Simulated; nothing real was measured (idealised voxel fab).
Proc. module: voxel released beams
Shown is cross-section cut, with a width of 255 nm and square cells of size 5 nm.
For the purposes of this document, a cross-section shall be understood as a grid of square cells, specified as bands listed in top-to-bottom order, each band consisting of one or more rows of cells. Band: top height; bottom height; in nm. Then, left to right: material with width in nm, for each material. "throughout": a single material spanning edge to edge. "air": empty space. Height 0 is the level under which the wafer as received is all one material. The lowest band goes on downwards, as in "top 0, no bottom". Read "30 to 40" as a graded width: first number on top, second number at the bottom, same change between each pair of neighbouring rows. Any step labelled "all unchanged" changed none of the cells in the cross-section. "Sealed void listing" contains a list of empty spaces, each no smaller than 8 cells and without an open way to the top, written in the form width x height at distance with the distance from the left edge and all three in nm. Heads up: the bit after the settings on a step's line is the simulator's remark on that step. overlay nm: step with mask; distance mask lay right of planned place; negative value = left of planned place.

Process steps foreseen in the plan
step 1: RECEIVE (material Si)
step 2: CONFORMAL_DEP (material Al2O3; thk nm 5)
step 3: DIRECTIONAL_DEP (material SiO2; thk nm 15)
step 4: MASKED_ETCH (tone open; mask id ANCHOR; width nm 35; etch materials SiO2; depth nm 15; overlay nm 0)
step 5: CONFORMAL_DEP (material W; thk nm 10)
step 6: DIRECTIONAL_DEP (material aC; thk nm 10)
step 7: PATTERN (tone cover; mask id BEAM; material resist; width nm 95; thk nm 30; overlay nm 0)
step 8: DIRECTIONAL_ETCH (etch materials aC; depth nm 10)
step 9: STRIP (etch materials resist)
step 10: DIRECTIONAL_ETCH (etch materials W; depth nm 10)
step 11: STRIP (etch materials aC)
step 12: STRIP (etch materials SiO2)

First of two wafers: run as planned

Cross-section, incoming material, after step 1
  top 0, no bottom | Si throughout
  Sealed void listing: none

Once step 2 is through, the wafer looks like this in cross-section
  top 5, bottom 0 | Al2O3 throughout
  For the remainder of the cross-section, below 0, there is no change.

Once step 3 is through, the wafer looks like this in cross-section
  top 20, bottom 5 | SiO2 throughout
  For the remainder of the cross-section, below 5, there is no change.

Once step 4 is through, the wafer looks like this in cross-section
  top 20, bottom 5 | SiO2=80, air=35, SiO2=140
  For the remainder of the cross-section, below 5, there is no change.

Once step 5 is through, the wafer looks like this in cross-section
  top 30, bottom 20 | W=90, air=15, W=150
  top 20, bottom 15 | SiO2=80, W=10, air=15, W=10, SiO2=140
  top 15, bottom 5 | SiO2=80, W=35, SiO2=140
  For the remainder of the cross-section, below 5, there is no change.

Once step 6 is through, the wafer looks like this in cross-section
  top 40, bottom 30 | aC=90, air=15, aC=150
  top 30, bottom 25 | W=90, air=15, W=150
  top 25, bottom 20 | W=90, aC=15, W=150
  top 20, bottom 15 | SiO2=80, W=10, aC=15, W=10, SiO2=140
  For the remainder of the cross-section, below 15, there is no change.

Once step 7 is through, the wafer looks like this in cross-section
  top 70, bottom 40 | air=75, resist=95, air=85
  top 40, bottom 30 | aC=90, resist=15, aC=150
  top 30, bottom 25 | W=90, resist=15, W=150
  For the remainder of the cross-section, below 25, there is no change.

Once step 8 is through, the wafer looks like this in cross-section
  top 60, bottom 40 | air=75, resist=95, air=85
  top 40, bottom 30 | air=75, aC=15, resist=15, aC=65, air=85
  For the remainder of the cross-section, below 30, there is no change.

Once step 9 is through, the wafer looks like this in cross-section
  top 40, bottom 30 | air=75, aC=15, air=15, aC=65, air=85
  top 30, bottom 25 | W=90, air=15, W=150
  For the remainder of the cross-section, below 25, there is no change.

Once step 10 is through, the wafer looks like this in cross-section
  top 40, bottom 30 | air=75, aC=15, air=15, aC=65, air=85
  top 30, bottom 25 | air=75, W=15, air=15, W=65, air=85
  top 25, bottom 20 | air=75, W=15, aC=15, W=65, air=85
  For the remainder of the cross-section, below 20, there is no change.

Once step 11 is through, the wafer looks like this in cross-section
  top 30, bottom 20 | air=75, W=15, air=15, W=65, air=85
  top 20, bottom 15 | SiO2=80, W=10, air=15, W=10, SiO2=140
  For the remainder of the cross-section, below 15, there is no change.

Once step 12 is through, the wafer looks like this in cross-section
  top 30, bottom 20 | air=75, W=15, air=15, W=65, air=85
  top 20, bottom 15 | air=80, W=10, air=15, W=10, air=140
  top 15, bottom 5 | air=80, W=35, air=140
  For the remainder of the cross-section, below 5, there is no change.

The Second Wafer: Common Origin and Plan, One Mistake in Execution, Identical to the First Through Step 7

Cross-sectional representation of the second wafer at the time designated in the plan for the completion of step 8
  top 50, bottom 40 | air=75, resist=95, air=85
  top 40, bottom 30 | air=75, aC=15, resist=15, aC=65, air=85
  For the remainder of the cross-section, below 30, there is no change.

Cross-sectional representation of the second wafer at the time designated in the plan for the completion of step 9
  top 40, bottom 30 | air=75, aC=15, air=15, aC=65, air=85
  top 30, bottom 25 | W=90, air=15, W=150
  For the remainder of the cross-section, below 25, there is no change.

Cross-sectional representation of the second wafer at the time designated in the plan for the completion of step 10
  top 40, bottom 30 | air=75, aC=15, air=15, aC=65, air=85
  top 30, bottom 25 | air=75, W=15, air=15, W=65, air=85
  top 25, bottom 20 | air=75, W=15, aC=15, W=65, air=85
  For the remainder of the cross-section, below 20, there is no change.

Cross-sectional representation of the second wafer at the time designated in the plan for the completion of step 11
  top 30, bottom 20 | air=75, W=15, air=15, W=65, air=85
  top 20, bottom 15 | SiO2=80, W=10, air=15, W=10, SiO2=140
  For the remainder of the cross-section, below 15, there is no change.

Cross-sectional representation of the second wafer at the time designated in the plan for the completion of step 12
  top 30, bottom 20 | air=75, W=15, air=15, W=65, air=85
  top 20, bottom 15 | air=80, W=10, air=15, W=10, air=140
  top 15, bottom 5 | air=80, W=35, air=140
  For the remainder of the cross-section, below 5, there is no change.
Which mistake was made when the wafer was run? plan step 8 was twice executed
Outcome: the two wafer cross-sections end up identical, and the model's computation is unaffected by the mistake.
